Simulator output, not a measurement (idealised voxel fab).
Herein follows the process module entitled voxel self aligned vias.
Pictured: cross-section cut, 170 nm wide, on a grid of 5 nm square cells.
Throughout this document, each cross-section is represented as a grid of square cells and is presented as a sequence of bands enumerated from the top downward, where a band comprises one or more rows of cells.
For a band, the entry starts with two heights in nm, that of the top and then that of the bottom, and carries on with the band's materials in order from left to right, each alongside its width in nm; the word "everywhere" beside a single material means it fills the band edge to edge, and "air" means empty space.
Heights are reckoned from 0. Under this level, the received wafer is all of one material. The bottommost band is open-ended downward, for example "z 0 and below".
Note: "30->40" means the width goes from the first number (top row of the band) to the second number (bottom row) in equal steps per row of cells.
Step note "remains unaltered" = no cross-section cell changed.
"Trapped voids": sealed empty spaces, 8 cells or more, no open way to top, listed width x height at distance, with distance from the left edge and width, height and distance in nm.
Post-settings text on a step line: simulator's own remark regarding the step.
You can add "overlay nm" to a step's line. For a step with a mask, it describes how far the mask lay to the right of its planned position, and a negative number describes a lay to the left.

Set out below are the planned steps of the process:
| 1 | RECEIVE [material Si] |
| 2 | CONFORMAL_DEP [material SiO2] [thk nm 15] |
| 3 | CONFORMAL_DEP [material SiCN] [thk nm 5] |
| 4 | DIRECTIONAL_DEP [material lowk] [thk nm 30] |
| 5 | PATTERN [tone open] [mask id LINES] [material resist] [width nm 25] [pitch nm 50] [thk nm 20] [overlay nm 0] |
| 6 | DIRECTIONAL_ETCH [etch materials lowk] [depth nm 30] |
| 7 | STRIP [etch materials resist] |
| 8 | CONFORMAL_DEP [material TiN] [thk nm 5] |
| 9 | FILL_DEP [material W] [thk nm 5] |
| 10 | CMP [height nm 50] |
| 11 | SELECTIVE_ETCH [etch materials W Ru TiN] [depth nm 5] |
| 12 | FILL_DEP [material SiN] [thk nm 5] |
| 13 | CMP [height nm 50] |
| 14 | DIRECTIONAL_DEP [material lowk] [thk nm 15] |
| 15 | MASKED_ETCH [tone open] [mask id VIAS] [width nm 35] [pitch nm 100] [etch materials lowk] [depth nm 15] [overlay nm 0] |
| 16 | MASKED_ETCH [tone open] [mask id VIAS] [width nm 35] [pitch nm 100] [etch materials SiN] [depth nm 5] [overlay nm 0] |
| 17 | CONFORMAL_DEP [material TiN] [thk nm 5] |
| 18 | FILL_DEP [material W] [thk nm 10] |
| 19 | CMP [height nm 65] |
| 20 | CONFORMAL_DEP [material SiN] [thk nm 5] |

Account of the first of two wafers, which was processed as intended:

Cross-sectional view of the wafer in its as-received condition, corresponding to the state after step 1:
z 0 and below | Si everywhere
Trapped voids: none

State of the wafer after step 2, shown in cross-section:
z 15 to 0 | SiO2 everywhere
All layers under 0 are left as they were.

State of the wafer after step 3, shown in cross-section:
z 20 to 15 | SiCN everywhere
All layers under 15 are left as they were.

State of the wafer after step 4, shown in cross-section:
z 50 to 20 | lowk everywhere
All layers under 20 are left as they were.

State of the wafer after step 5, shown in cross-section:
z 70 to 50 | 20 of resist / 25 of air / 25 of resist / 25 of air / 25 of resist / 25 of air / 25 of resist
All layers under 50 are left as they were.

State of the wafer after step 6, shown in cross-section:
z 70 to 50 | 20 of resist / 25 of air / 25 of resist / 25 of air / 25 of resist / 25 of air / 25 of resist
z 50 to 20 | 20 of lowk / 25 of air / 25 of lowk / 25 of air / 25 of lowk / 25 of air / 25 of lowk
All layers under 20 are left as they were.

State of the wafer after step 7, shown in cross-section:
z 50 to 20 | 20 of lowk / 25 of air / 25 of lowk / 25 of air / 25 of lowk / 25 of air / 25 of lowk
All layers under 20 are left as they were.

State of the wafer after step 8, shown in cross-section:
z 55 to 50 | 25 of TiN / 15 of air / 35 of TiN / 15 of air / 35 of TiN / 15 of air / 30 of TiN
z 50 to 25 | 20 of lowk / 5 of TiN / 15 of air / 5 of TiN / 25 of lowk / 5 of TiN / 15 of air / 5 of TiN / 25 of lowk / 5 of TiN / 15 of air / 5 of TiN / 25 of lowk
z 25 to 20 | 20 of lowk / 25 of TiN / 25 of lowk / 25 of TiN / 25 of lowk / 25 of TiN / 25 of lowk
All layers under 20 are left as they were.

State of the wafer after step 9, shown in cross-section:
z 60 to 55 | W everywhere
z 55 to 50 | 25 of TiN / 15 of W / 35 of TiN / 15 of W / 35 of TiN / 15 of W / 30 of TiN
z 50 to 25 | 20 of lowk / 5 of TiN / 15 of W / 5 of TiN / 25 of lowk / 5 of TiN / 15 of W / 5 of TiN / 25 of lowk / 5 of TiN / 15 of W / 5 of TiN / 25 of lowk
All layers under 25 are left as they were.

State of the wafer after step 10, shown in cross-section:
z 50 to 25 | 20 of lowk / 5 of TiN / 15 of W / 5 of TiN / 25 of lowk / 5 of TiN / 15 of W / 5 of TiN / 25 of lowk / 5 of TiN / 15 of W / 5 of TiN / 25 of lowk
All layers under 25 are left as they were.

State of the wafer after step 11, shown in cross-section:
z 50 to 45 | 20 of lowk / 25 of air / 25 of lowk / 25 of air / 25 of lowk / 25 of air / 25 of lowk
All layers under 45 are left as they were.

State of the wafer after step 12, shown in cross-section:
z 55 to 50 | SiN everywhere
z 50 to 45 | 20 of lowk / 25 of SiN / 25 of lowk / 25 of SiN / 25 of lowk / 25 of SiN / 25 of lowk
All layers under 45 are left as they were.

State of the wafer after step 13, shown in cross-section:
z 50 to 45 | 20 of lowk / 25 of SiN / 25 of lowk / 25 of SiN / 25 of lowk / 25 of SiN / 25 of lowk
All layers under 45 are left as they were.

State of the wafer after step 14, shown in cross-section:
z 65 to 50 | lowk everywhere
All layers under 50 are left as they were.

State of the wafer after step 15, shown in cross-section:
z 65 to 50 | 15 of lowk / 35 of air / 65 of lowk / 35 of air / 20 of lowk
All layers under 50 are left as they were.

State of the wafer after step 16, shown in cross-section:
z 65 to 50 | 15 of lowk / 35 of air / 65 of lowk / 35 of air / 20 of lowk
z 50 to 45 | 20 of lowk / 25 of air / 25 of lowk / 25 of SiN / 25 of lowk / 25 of air / 25 of lowk
All layers under 45 are left as they were.

State of the wafer after step 17, shown in cross-section:
z 70 to 65 | 20 of TiN / 25 of air / 75 of TiN / 25 of air / 25 of TiN
z 65 to 55 | 15 of lowk / 5 of TiN / 25 of air / 5 of TiN / 65 of lowk / 5 of TiN / 25 of air / 5 of TiN / 20 of lowk
z 55 to 50 | 15 of lowk / 10 of TiN / 15 of air / 10 of TiN / 65 of lowk / 10 of TiN / 15 of air / 10 of TiN / 20 of lowk
z 50 to 45 | 20 of lowk / 25 of TiN / 25 of lowk / 25 of SiN / 25 of lowk / 25 of TiN / 25 of lowk
All layers under 45 are left as they were.

State of the wafer after step 18, shown in cross-section:
z 80 to 70 | W everywhere
z 70 to 65 | 20 of TiN / 25 of W / 75 of TiN / 25 of W / 25 of TiN
z 65 to 55 | 15 of lowk / 5 of TiN / 25 of W / 5 of TiN / 65 of lowk / 5 of TiN / 25 of W / 5 of TiN / 20 of lowk
z 55 to 50 | 15 of lowk / 10 of TiN / 15 of W / 10 of TiN / 65 of lowk / 10 of TiN / 15 of W / 10 of TiN / 20 of lowk
All layers under 50 are left as they were.

State of the wafer after step 19, shown in cross-section:
z 65 to 55 | 15 of lowk / 5 of TiN / 25 of W / 5 of TiN / 65 of lowk / 5 of TiN / 25 of W / 5 of TiN / 20 of lowk
All layers under 55 are left as they were.

State of the wafer after step 20, shown in cross-section:
z 70 to 65 | SiN everywhere
All layers under 65 are left as they were.

Companion wafer, the second of two: same beginning, same intended sequence, one mistake in carrying it out; through step 4 inclusive it tracks the first exactly:

Cross-section: second wafer, time at which step 5 was scheduled to end:
z 70 to 50 | 15 of resist / 25 of air / 25 of resist / 25 of air / 25 of resist / 25 of air / 30 of resist
All layers under 50 are left as they were.

Cross-section: second wafer, time at which step 6 was scheduled to end:
z 70 to 50 | 15 of resist / 25 of air / 25 of resist / 25 of air / 25 of resist / 25 of air / 30 of resist
z 50 to 20 | 15 of lowk / 25 of air / 25 of lowk / 25 of air / 25 of lowk / 25 of air / 30 of lowk
All layers under 20 are left as they were.

Cross-section: second wafer, time at which step 7 was scheduled to end:
z 50 to 20 | 15 of lowk / 25 of air / 25 of lowk / 25 of air / 25 of lowk / 25 of air / 30 of lowk
All layers under 20 are left as they were.

Cross-section: second wafer, time at which step 8 was scheduled to end:
z 55 to 50 | 20 of TiN / 15 of air / 35 of TiN / 15 of air / 35 of TiN / 15 of air / 35 of TiN
z 50 to 25 | 15 of lowk / 5 of TiN / 15 of air / 5 of TiN / 25 of lowk / 5 of TiN / 15 of air / 5 of TiN / 25 of lowk / 5 of TiN / 15 of air / 5 of TiN / 30 of lowk
z 25 to 20 | 15 of lowk / 25 of TiN / 25 of lowk / 25 of TiN / 25 of lowk / 25 of TiN / 30 of lowk
All layers under 20 are left as they were.

Cross-section: second wafer, time at which step 9 was scheduled to end:
z 60 to 55 | W everywhere
z 55 to 50 | 20 of TiN / 15 of W / 35 of TiN / 15 of W / 35 of TiN / 15 of W / 35 of TiN
z 50 to 25 | 15 of lowk / 5 of TiN / 15 of W / 5 of TiN / 25 of lowk / 5 of TiN / 15 of W / 5 of TiN / 25 of lowk / 5 of TiN / 15 of W / 5 of TiN / 30 of lowk
All layers under 25 are left as they were.

Cross-section: second wafer, time at which step 10 was scheduled to end:
z 50 to 25 | 15 of lowk / 5 of TiN / 15 of W / 5 of TiN / 25 of lowk / 5 of TiN / 15 of W / 5 of TiN / 25 of lowk / 5 of TiN / 15 of W / 5 of TiN / 30 of lowk
All layers under 25 are left as they were.

Cross-section: second wafer, time at which step 11 was scheduled to end:
z 50 to 45 | 15 of lowk / 25 of air / 25 of lowk / 25 of air / 25 of lowk / 25 of air / 30 of lowk
All layers under 45 are left as they were.

Cross-section: second wafer, time at which step 12 was scheduled to end:
z 55 to 50 | SiN everywhere
z 50 to 45 | 15 of lowk / 25 of SiN / 25 of lowk / 25 of SiN / 25 of lowk / 25 of SiN / 30 of lowk
All layers under 45 are left as they were.

Cross-section: second wafer, time at which step 13 was scheduled to end:
z 50 to 45 | 15 of lowk / 25 of SiN / 25 of lowk / 25 of SiN / 25 of lowk / 25 of SiN / 30 of lowk
All layers under 45 are left as they were.

Cross-section: second wafer, time at which step 14 was scheduled to end:
z 65 to 50 | lowk everywhere
All layers under 50 are left as they were.

Cross-section: second wafer, time at which step 15 was scheduled to end:
z 65 to 50 | 15 of lowk / 35 of air / 65 of lowk / 35 of air / 20 of lowk
All layers under 50 are left as they were.

Cross-section: second wafer, time at which step 16 was scheduled to end:
z 65 to 50 | 15 of lowk / 35 of air / 65 of lowk / 35 of air / 20 of lowk
z 50 to 45 | 15 of lowk / 25 of air / 25 of lowk / 25 of SiN / 25 of lowk / 25 of air / 30 of lowk
All layers under 45 are left as they were.

Cross-section: second wafer, time at which step 17 was scheduled to end:
z 70 to 65 | 20 of TiN / 25 of air / 75 of TiN / 25 of air / 25 of TiN
z 65 to 55 | 15 of lowk / 5 of TiN / 25 of air / 5 of TiN / 65 of lowk / 5 of TiN / 25 of air / 5 of TiN / 20 of lowk
z 55 to 50 | 15 of lowk / 5 of TiN / 15 of air / 15 of TiN / 65 of lowk / 5 of TiN / 15 of air / 15 of TiN / 20 of lowk
z 50 to 45 | 15 of lowk / 25 of TiN / 25 of lowk / 25 of SiN / 25 of lowk / 25 of TiN / 30 of lowk
All layers under 45 are left as they were.

Cross-section: second wafer, time at which step 18 was scheduled to end:
z 80 to 70 | W everywhere
z 70 to 65 | 20 of TiN / 25 of W / 75 of TiN / 25 of W / 25 of TiN
z 65 to 55 | 15 of lowk / 5 of TiN / 25 of W / 5 of TiN / 65 of lowk / 5 of TiN / 25 of W / 5 of TiN / 20 of lowk
z 55 to 50 | 15 of lowk / 5 of TiN / 15 of W / 15 of TiN / 65 of lowk / 5 of TiN / 15 of W / 15 of TiN / 20 of lowk
All layers under 50 are left as they were.

Cross-section: second wafer, time at which step 19 was scheduled to end:
z 65 to 55 | 15 of lowk / 5 of TiN / 25 of W / 5 of TiN / 65 of lowk / 5 of TiN / 25 of W / 5 of TiN / 20 of lowk
All layers under 55 are left as they were.

Cross-section: second wafer, time at which step 20 was scheduled to end:
z 70 to 65 | SiN everywhere
All layers under 65 are left as they were.
Diagnosis: step 5 did not happen as planned, as run it was PATTERN [tone open] [mask id LINES] [material resist] [width nm 25] [pitch nm 50] [thk nm 20] [overlay nm -5]
The concluding comparison shows that, measured in cells, each material is equally abundant on both wafers, albeit at different positions.
